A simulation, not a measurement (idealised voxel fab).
Herein follows the process module entitled voxel gate over fins.
The figure presents cross-section cut, which has a width of 220 nm and is divided into square cells with an edge length of 5 nm.
In this document a cross-section is written as a grid of square cells. It is given as a series of bands, listed from the top down, and a band is one or more rows of cells.
The band entry comprises the height of the band's top followed by the height of its bottom, expressed in nm, and subsequently the band's materials from left to right, each stated together with its width in nm. Where a single material is marked with the word "all across", that material fills the band from edge to edge. The word "air" represents empty space.
The level at which height equals 0 is the one under which the wafer, as it arrives, is entirely one material. No lower edge exists for the bottom band, which continues downward and is notated as in "0 and below".
A two-number width, for instance "30 to 40", indicates that the width is equal to the first number in the top row of the band and to the second number in the bottom row, and that it changes by a constant amount per row of cells.
Take "everything unchanged" at face value: in the step it is given for, the cross-section changed in none of its cells.
"Trapped cavities": empty spaces of 8 cells or more with no open way to the top, each given as width x height at distance, distance from the left edge, all in nm.
Where a step's line continues beyond its settings, the continuation is a remark by the simulator itself on that step.
overlay nm: mask right of planned place by this much (step with mask). Neg. = left.

-- Planned step list for the process
1,RECEIVE, material Si
2,CONFORMAL_DEP, material SiN, thk nm 10
3,PATTERN, tone cover, mask id FINS, material resist, width nm 15, pitch nm 50, thk nm 15, overlay nm 0
4,DIRECTIONAL_ETCH, etch materials SiN, depth nm 10
5,DIRECTIONAL_ETCH, etch materials Si, depth nm 35
6,STRIP, etch materials resist
7,OXIDIZE, depth nm 5
8,FILL_DEP, material SiO2, thk nm 10
9,CMP, height nm 10
10,PATTERN, tone open, mask id RAIL, material resist, width nm 15, thk nm 20, overlay nm 0
11,DIRECTIONAL_ETCH, etch materials SiO2, depth nm 40
12,STRIP, etch materials resist
13,CONFORMAL_DEP, material TiN, thk nm 5
14,FILL_DEP, material W, thk nm 5
15,CMP, height nm 5
16,SELECTIVE_ETCH, etch materials W Ru TiN, depth nm 30
17,FILL_DEP, material SiO2, thk nm 5
18,CMP, height nm 10
19,SELECTIVE_ETCH, etch materials SiO2, depth nm 25
20,STRIP, etch materials SiN
21,CONFORMAL_DEP, material HfO2, thk nm 5
22,CONFORMAL_DEP, material TiN, thk nm 5
23,FILL_DEP, material W, thk nm 15
24,CMP, height nm 20
25,CONFORMAL_DEP, material SiCN, thk nm 10
Same starting wafers, different height nm at step 15. Plan value belongs to the first wafer.

-- Cross-section of the first of several received wafers, showing its state after step 1
	0 and below  Si all across
	Trapped cavities: none

-- So in this table every wafer gets its own row, and what you see is where it stands at the end of the module: for each material, how many cells it picked up (+) or gave up (-) since we received it, and after that its closed voids
height nm 5 | +68 HfO2 | -320 Si | +88 SiCN | +197 SiO2 | +71 TiN | +160 W | Trapped cavities: none
height nm 10 | +68 HfO2 | -320 Si | +88 SiCN | +194 SiO2 | +73 TiN | +161 W | Trapped cavities: none
height nm 15 | +68 HfO2 | -320 Si | +88 SiCN | +191 SiO2 | +75 TiN | +162 W | Trapped cavities: none
height nm 20 | +70 HfO2 | -320 Si | +88 SiCN | +191 SiO2 | +77 TiN | +158 W | Trapped cavities: none
